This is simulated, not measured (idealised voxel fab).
process module | voxel self aligned contacts
cross-section cut | 260 nm wide | cells 5 nm
A cross-section is a grid of square cells, given in bands from the top down. A band is one or more rows of cells.
Each band's line starts with the height of the band's top and of its bottom, in nm. Then come its materials from left to right, each with its width in nm. One material with "throughout" fills the band from edge to edge. "air" is empty space.
Height 0 is the level under which the wafer as received is all one material. The lowest band goes on downwards, as in "0 down".
A width such as "30 to 40" changes by the same amount from each row of cells to the next, from the band's top row to its bottom row.
"no change" after a step means that no cell of the cross-section changed.
closed voids: empty space of 8 cells or more with no open way to the top, each as width x height at its distance from the left edge, in nm
after a step's settings: what the simulator itself notes on the step
overlay nm, on a step with a mask: how far to the right of its planned place the mask lay; to the left if negative
plan
1 op RECEIVE | material Si
2 op CONFORMAL_DEP | material SiO2 | thk nm 5
3 op DIRECTIONAL_DEP | material polySi | thk nm 30
4 op DIRECTIONAL_DEP | material SiN | thk nm 15
5 op MASKED_ETCH | tone cover | mask id GATE | width nm 25 | pitch nm 55 | etch materials SiN | depth nm 15 | overlay nm 0
6 op MASKED_ETCH | tone cover | mask id GATE | width nm 15 | pitch nm 55 | etch materials polySi | depth nm 30 | overlay nm 0
7 op CONFORMAL_DEP | material SiN | thk nm 5
8 op DIRECTIONAL_ETCH | etch materials SiN | depth nm 5
9 op FILL_DEP | material SiO2 | thk nm 20
10 op CMP | height nm 60
11 op PATTERN | tone open | mask id CONTACT | material resist | width nm 40 | thk nm 20 | overlay nm 0
12 op DIRECTIONAL_ETCH | etch materials SiO2 | depth nm 60
13 op STRIP | etch materials resist
14 op CONFORMAL_DEP | material TiN | thk nm 5
15 op FILL_DEP | material Ru | thk nm 5
16 op CMP | height nm 60
17 op CONFORMAL_DEP | material SiCN | thk nm 5
varied across the wafers: width nm of step 6. The plan shows the first wafer's value. All wafers start alike
first wafer as received, after step 1
  0 down: Si throughout
  closed voids: none
first wafer at the end, after step 17
  65 to 60: SiCN throughout
  60 to 50: SiO2 110 | TiN 5 to 15 | Ru 30 to 10 | TiN 5 to 15 | SiO2 110
  50 to 35: SiO2 85 | SiN 35 | TiN 5 | Ru 10 | TiN 5 | SiN 35 | SiO2 85
  35 to 5: SiO2 85 | SiN 5 | polySi 25 | SiN 5 | TiN 5 | Ru 10 | TiN 5 | SiN 5 | polySi 25 | SiN 5 | SiO2 85
  5 to 0: SiO2 120 | TiN 20 | SiO2 120
  0 down: Si throughout
  closed voids: none
last wafer at the end
  65 to 60: SiCN throughout
  60 to 50: SiO2 110 | TiN 5 to 15 | Ru 30 to 10 | TiN 5 to 15 | SiO2 110
  50 to 40: SiO2 85 | SiN 35 | TiN 5 | Ru 10 | TiN 5 | SiN 35 | SiO2 85
  40 to 35: SiO2 85 | SiN 35 | TiN 20 | SiN 35 | SiO2 85
  35 to 5: SiO2 80 | SiN 5 | polySi 40 | SiN 5 | TiN 5 | SiN 5 | polySi 40 | SiN 5 | SiO2 75
  5 to 0: SiO2 130 | TiN 5 | SiO2 125
  0 down: Si throughout
  closed voids: none
each wafer at the end: cells of each material gained (+) or lost (-) since it was received, then its closed voids
width nm 15 | +26 Ru | +52 SiCN | +66 SiN | +442 SiO2 | +30 TiN | +60 polySi | closed voids: none
width nm 20 | +26 Ru | +52 SiCN | +66 SiN | +442 SiO2 | +30 TiN | +60 polySi | closed voids: none
width nm 25 | +26 Ru | +52 SiCN | +66 SiN | +442 SiO2 | +30 TiN | +60 polySi | closed voids: none
width nm 30 | +19 Ru | +52 SiCN | +66 SiN | +437 SiO2 | +30 TiN | +72 polySi | closed voids: none
width nm 35 | +12 Ru | +52 SiCN | +66 SiN | +432 SiO2 | +30 TiN | +84 polySi | closed voids: none
width nm 40 | +12 Ru | +52 SiCN | +66 SiN | +427 SiO2 | +23 TiN | +96 polySi | closed voids: none
